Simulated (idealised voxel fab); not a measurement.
Process module in this document: voxel local oxidation
Square cells of 5 nm make up the cross-section cut, whose width is 145 nm.
For the purposes of this document, a cross-section shall be understood as a grid of square cells, specified as bands listed in top-to-bottom order, each band consisting of one or more rows of cells. Within each band entry, the heights of the top and of the bottom of the band appear first, in that order and in nm; the materials of the band then follow from left to right, each with its corresponding width in nm. The designation "edge to edge" on a single material indicates that it fills the band from edge to edge; the designation "blank" indicates empty space. Height is counted from the level 0, under which the received wafer is composed throughout of one material. The lowest of the bands is not closed at the bottom but continues downward, in the notation "0 down". A width given as "30->40" starts at the first number in the band's top row and ends at the second number in its bottom row, shifting by an equal amount at every step from row to row. A step reported as "everything unchanged" is a step in which no cell of the cross-section changed. If an empty space has no open way to the top and is at least 8 cells in size, "Fully closed voids" lists it, written width x height at distance, where distance is measured from the left edge and every value is in nm. On each step's line, the part that comes after the settings is the simulator's own comment on the step. "overlay nm", when on a step's line for a step with a mask, measures how far to the right of its planned place the mask lay; a negative measure means to the left.

PROCESS STEPS - PLAN
1: RECEIVE with material Si
2: CONFORMAL_DEP with material SiO2, thk nm 5
3: CONFORMAL_DEP with material SiN, thk nm 10
4: PATTERN with tone cover, mask id ACTIVE, material resist, width nm 115, thk nm 20, overlay nm 0
5: DIRECTIONAL_ETCH with etch materials SiN, depth nm 10
6: STRIP with etch materials resist
7: SELECTIVE_ETCH with etch materials SiO2, depth nm 5
8: OXIDIZE with depth nm 10
9: STRIP with etch materials SiN

SHOWN IN CROSS-SECTION IS THE WAFER AS RECEIVED, THAT IS, AS IT STANDS AFTER STEP 1
  0 down | Si edge to edge
  Fully closed voids: none

BELOW IS THE WAFER IN CROSS-SECTION AFTER THE MODULE WAS COMPLETED. IT BEGAN FROM THE STARTING POINT SHOWN ABOVE AND FOLLOWED THE PLAN SHOWN ABOVE, EXCEPT THAT ONE MISTAKE WAS MADE WHILE RUNNING IT
  5 to 0 | SiO2=10, then blank=125, then SiO2=10
  0 to -10 | SiO2 edge to edge
  -10 down | Si edge to edge
  Fully closed voids: none
Want to know what went wrong? step 4 was not run as planned; what actually ran was PATTERN with tone open, mask id ACTIVE, material resist, width nm 115, thk nm 20, overlay nm 0
